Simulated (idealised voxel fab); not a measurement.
process module | voxel fin reveal
cross-section cut | 200 nm wide | cells 5 nm
A cross-section is a grid of square cells, given in bands from the top down. A band is one or more rows of cells.
Each band's line starts with the height of the band's top and of its bottom, in nm. Then come its materials from left to right, each with its width in nm. One material with "throughout" fills the band from edge to edge. "air" is empty space.
Height 0 is the level under which the wafer as received is all one material. The lowest band goes on downwards, as in "0 down".
A width such as "30 to 40" changes by the same amount from each row of cells to the next, from the band's top row to its bottom row.
"no change" after a step means that no cell of the cross-section changed.
closed voids: empty space of 8 cells or more with no open way to the top, each as width x height at its distance from the left edge, in nm
after a step's settings: what the simulator itself notes on the step
overlay nm, on a step with a mask: how far to the right of its planned place the mask lay; to the left if negative
plan
1 op RECEIVE | material Si
2 op CONFORMAL_DEP | material SiN | thk nm 5
3 op DIRECTIONAL_DEP | material aC | thk nm 15
4 op PATTERN | tone cover | mask id FINS | material resist | width nm 15 | pitch nm 35 | thk nm 35 | overlay nm -15
5 op DIRECTIONAL_ETCH | etch materials aC | depth nm 15
6 op STRIP | etch materials resist
7 op DIRECTIONAL_ETCH | etch materials SiN | depth nm 5
8 op DIRECTIONAL_ETCH | etch materials Si | depth nm 35
9 op STRIP | etch materials aC
10 op OXIDIZE | depth nm 5
11 op FILL_DEP | material SiO2 | thk nm 10
12 op CMP | height nm 5
13 op SELECTIVE_ETCH | etch materials SiO2 | depth nm 30
14 op STRIP | etch materials SiN
varied across the wafers: overlay nm of step 4. The plan shows the first wafer's value. All wafers start alike
first wafer as received, after step 1
  0 down: Si throughout
  closed voids: none
first wafer at the end, after step 14
  0 to -25: air 65 | Si 5 | air 30 | Si 5 | air 95
  -25 to -40: SiO2 65 | Si 5 | SiO2 30 | Si 5 | SiO2 95
  -40 down: Si throughout
  closed voids: none
last wafer at the end
  0 to -25: air 95 | Si 5 | air 30 | Si 5 | air 65
  -25 to -40: SiO2 95 | Si 5 | SiO2 30 | Si 5 | SiO2 65
  -40 down: Si throughout
  closed voids: none
each wafer at the end: cells of each material gained (+) or lost (-) since it was received, then its closed voids
overlay nm -15 | -304 Si | +114 SiO2 | closed voids: none
overlay nm -10 | -304 Si | +114 SiO2 | closed voids: none
overlay nm -5 | -304 Si | +114 SiO2 | closed voids: none
overlay nm 0 | -304 Si | +114 SiO2 | closed voids: none
overlay nm 5 | -304 Si | +114 SiO2 | closed voids: none
overlay nm 10 | -304 Si | +114 SiO2 | closed voids: none
overlay nm 15 | -304 Si | +114 SiO2 | closed voids: none
